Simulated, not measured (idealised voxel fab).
Title: Process Module voxel quadruple lines
This is section cut - it's 140 nm across, gridded in 5 nm square cells.
Notation: cross-section as square-cell grid; stated in bands, top first, going down; one or more cell rows per band. In this notation a band is specified by the heights of its top and bottom, in that order and in nm, after which its materials appear from left to right, each paired with its width in nm. The word "edge to edge" attached to a single material means that material fills the band from edge to edge; the word "air" stands for empty space. Heights are measured from 0, the level below which the as-received wafer is all one material; the lowest band has no bottom and continues downward, written as in "top 0, no bottom". The width entry "30->40" should be interpreted row by row: the top row of cells in the band takes the first number, the bottom row takes the second number, and the change between adjacent rows is uniform throughout. The cross-section has no changed cell in any step marked "no modification". The entry "Closed void register" lists the empty spaces that cover at least 8 cells and have no open path to the top. Each is written as width x height at distance, where the distance is measured from the left edge and all three values are in nm. The remark found on a step's line after its settings is issued by the simulator itself and pertains to that step. Regarding "overlay nm": on a step with a mask, it is the distance the mask lay to the right of its planned place; a negative value places it to the left.
These are the steps we planned for the process
1: RECEIVE, material Si
2: CONFORMAL_DEP, material Al2O3, thk nm 10
3: DIRECTIONAL_DEP, material W, thk nm 15
4: DIRECTIONAL_DEP, material polySi, thk nm 20
5: DIRECTIONAL_DEP, material aC, thk nm 20
6: PATTERN, tone cover, mask id MANDREL, material resist, width nm 20, thk nm 25, overlay nm 0
7: DIRECTIONAL_ETCH, etch materials aC, depth nm 20
8: STRIP, etch materials resist
9: CONFORMAL_DEP, material SiO2, thk nm 10
10: DIRECTIONAL_ETCH, etch materials SiO2, depth nm 10
11: STRIP, etch materials aC
12: DIRECTIONAL_ETCH, etch materials polySi, depth nm 20
13: STRIP, etch materials SiO2
14: CONFORMAL_DEP, material SiN, thk nm 5
15: DIRECTIONAL_ETCH, etch materials SiN, depth nm 5
16: STRIP, etch materials polySi
17: DIRECTIONAL_ETCH, etch materials W, depth nm 15
18: STRIP, etch materials SiN
19: FILL_DEP, material lowk, thk nm 5
20: CMP, height nm 25
Concerning the first of two wafers, which was run in accordance with the plan
Step 1 complete: cross-section of the wafer as received
- top 0, no bottom | Si edge to edge
- Closed void register: none
Once step 2 is through, the wafer looks like this in cross-section
- top 10, bottom 0 | Al2O3 edge to edge
- Note: structure below 0 unchanged.
Once step 3 is through, the wafer looks like this in cross-section
- top 25, bottom 10 | W edge to edge
- Note: structure below 10 unchanged.
Once step 4 is through, the wafer looks like this in cross-section
- top 45, bottom 25 | polySi edge to edge
- Note: structure below 25 unchanged.
Once step 5 is through, the wafer looks like this in cross-section
- top 65, bottom 45 | aC edge to edge
- Note: structure below 45 unchanged.
Once step 6 is through, the wafer looks like this in cross-section
- top 90, bottom 65 | air=60 / resist=20 / air=60
- Note: structure below 65 unchanged.
Once step 7 is through, the wafer looks like this in cross-section
- top 70, bottom 65 | air=60 / resist=20 / air=60
- top 65, bottom 45 | air=60 / aC=20 / air=60
- Note: structure below 45 unchanged.
Once step 8 is through, the wafer looks like this in cross-section
- top 65, bottom 45 | air=60 / aC=20 / air=60
- Note: structure below 45 unchanged.
Once step 9 is through, the wafer looks like this in cross-section
- top 75, bottom 65 | air=50 / SiO2=40 / air=50
- top 65, bottom 55 | air=50 / SiO2=10 / aC=20 / SiO2=10 / air=50
- top 55, bottom 45 | SiO2=60 / aC=20 / SiO2=60
- Note: structure below 45 unchanged.
Once step 10 is through, the wafer looks like this in cross-section
- top 65, bottom 45 | air=50 / SiO2=10 / aC=20 / SiO2=10 / air=50
- Note: structure below 45 unchanged.
Once step 11 is through, the wafer looks like this in cross-section
- top 65, bottom 45 | air=50 / SiO2=10 / air=20 / SiO2=10 / air=50
- Note: structure below 45 unchanged.
Once step 12 is through, the wafer looks like this in cross-section
- top 65, bottom 45 | air=50 / SiO2=10 / air=20 / SiO2=10 / air=50
- top 45, bottom 25 | air=50 / polySi=10 / air=20 / polySi=10 / air=50
- Note: structure below 25 unchanged.
Once step 13 is through, the wafer looks like this in cross-section
- top 45, bottom 25 | air=50 / polySi=10 / air=20 / polySi=10 / air=50
- Note: structure below 25 unchanged.
Once step 14 is through, the wafer looks like this in cross-section
- top 50, bottom 45 | air=45 / SiN=20 / air=10 / SiN=20 / air=45
- top 45, bottom 30 | air=45 / SiN=5 / polySi=10 / SiN=5 / air=10 / SiN=5 / polySi=10 / SiN=5 / air=45
- top 30, bottom 25 | SiN=50 / polySi=10 / SiN=20 / polySi=10 / SiN=50
- Note: structure below 25 unchanged.
Once step 15 is through, the wafer looks like this in cross-section
- top 45, bottom 25 | air=45 / SiN=5 / polySi=10 / SiN=5 / air=10 / SiN=5 / polySi=10 / SiN=5 / air=45
- Note: structure below 25 unchanged.
Once step 16 is through, the wafer looks like this in cross-section
- top 45, bottom 25 | air=45 / SiN=5 / air=10 / SiN=5 / air=10 / SiN=5 / air=10 / SiN=5 / air=45
- Note: structure below 25 unchanged.
Once step 17 is through, the wafer looks like this in cross-section
- top 45, bottom 25 | air=45 / SiN=5 / air=10 / SiN=5 / air=10 / SiN=5 / air=10 / SiN=5 / air=45
- top 25, bottom 10 | air=45 / W=5 / air=10 / W=5 / air=10 / W=5 / air=10 / W=5 / air=45
- Note: structure below 10 unchanged.
Once step 18 is through, the wafer looks like this in cross-section
- top 25, bottom 10 | air=45 / W=5 / air=10 / W=5 / air=10 / W=5 / air=10 / W=5 / air=45
- Note: structure below 10 unchanged.
Once step 19 is through, the wafer looks like this in cross-section
- top 30, bottom 25 | lowk edge to edge
- top 25, bottom 10 | lowk=45 / W=5 / lowk=10 / W=5 / lowk=10 / W=5 / lowk=10 / W=5 / lowk=45
- Note: structure below 10 unchanged.
Once step 20 is through, the wafer looks like this in cross-section
- top 25, bottom 10 | lowk=45 / W=5 / lowk=10 / W=5 / lowk=10 / W=5 / lowk=10 / W=5 / lowk=45
- Note: structure below 10 unchanged.
It is to be noted that the second wafer proceeded from the same initial state and according to the same plan as the first, although one mistake was committed in its execution; through step 11, inclusive, the two wafers share an identical history
Second wafer cross-section, taken as of the time the plan sets for step 12 to be done
- top 65, bottom 45 | air=50 / SiO2=10 / air=20 / SiO2=10 / air=50
- top 45, bottom 25 | air=50 / polySi=10 / air=20 / polySi=10 / air=50
- Note: structure below 25 unchanged.
Second wafer cross-section, taken as of the time the plan sets for step 13 to be done
- top 45, bottom 25 | air=50 / polySi=10 / air=20 / polySi=10 / air=50
- Note: structure below 25 unchanged.
Second wafer cross-section, taken as of the time the plan sets for step 14 to be done
- top 50, bottom 45 | air=45 / SiN=20 / air=10 / SiN=20 / air=45
- top 45, bottom 30 | air=45 / SiN=5 / polySi=10 / SiN=5 / air=10 / SiN=5 / polySi=10 / SiN=5 / air=45
- top 30, bottom 25 | SiN=50 / polySi=10 / SiN=20 / polySi=10 / SiN=50
- Note: structure below 25 unchanged.
Second wafer cross-section, taken as of the time the plan sets for step 15 to be done
- top 45, bottom 25 | air=45 / SiN=5 / polySi=10 / SiN=5 / air=10 / SiN=5 / polySi=10 / SiN=5 / air=45
- Note: structure below 25 unchanged.
Second wafer cross-section, taken as of the time the plan sets for step 16 to be done
- top 45, bottom 25 | air=45 / SiN=5 / air=10 / SiN=5 / air=10 / SiN=5 / air=10 / SiN=5 / air=45
- Note: structure below 25 unchanged.
Second wafer cross-section, taken as of the time the plan sets for step 17 to be done
- top 45, bottom 25 | air=45 / SiN=5 / air=10 / SiN=5 / air=10 / SiN=5 / air=10 / SiN=5 / air=45
- top 25, bottom 10 | air=45 / W=5 / air=10 / W=5 / air=10 / W=5 / air=10 / W=5 / air=45
- Note: structure below 10 unchanged.
Second wafer cross-section, taken as of the time the plan sets for step 18 to be done
- top 25, bottom 10 | air=45 / W=5 / air=10 / W=5 / air=10 / W=5 / air=10 / W=5 / air=45
- Note: structure below 10 unchanged.
Second wafer cross-section, taken as of the time the plan sets for step 19 to be done
- top 30, bottom 25 | lowk edge to edge
- top 25, bottom 10 | lowk=45 / W=5 / lowk=10 / W=5 / lowk=10 / W=5 / lowk=10 / W=5 / lowk=45
- Note: structure below 10 unchanged.
Second wafer cross-section, taken as of the time the plan sets for step 20 to be done
- top 25, bottom 10 | lowk=45 / W=5 / lowk=10 / W=5 / lowk=10 / W=5 / lowk=10 / W=5 / lowk=45
- Note: structure below 10 unchanged.
What was the processing mistake? step 12 of the plan was executed twice over
The final cross-section is the same for the two wafers, so this model computes the same thing whether or not the mistake was made.
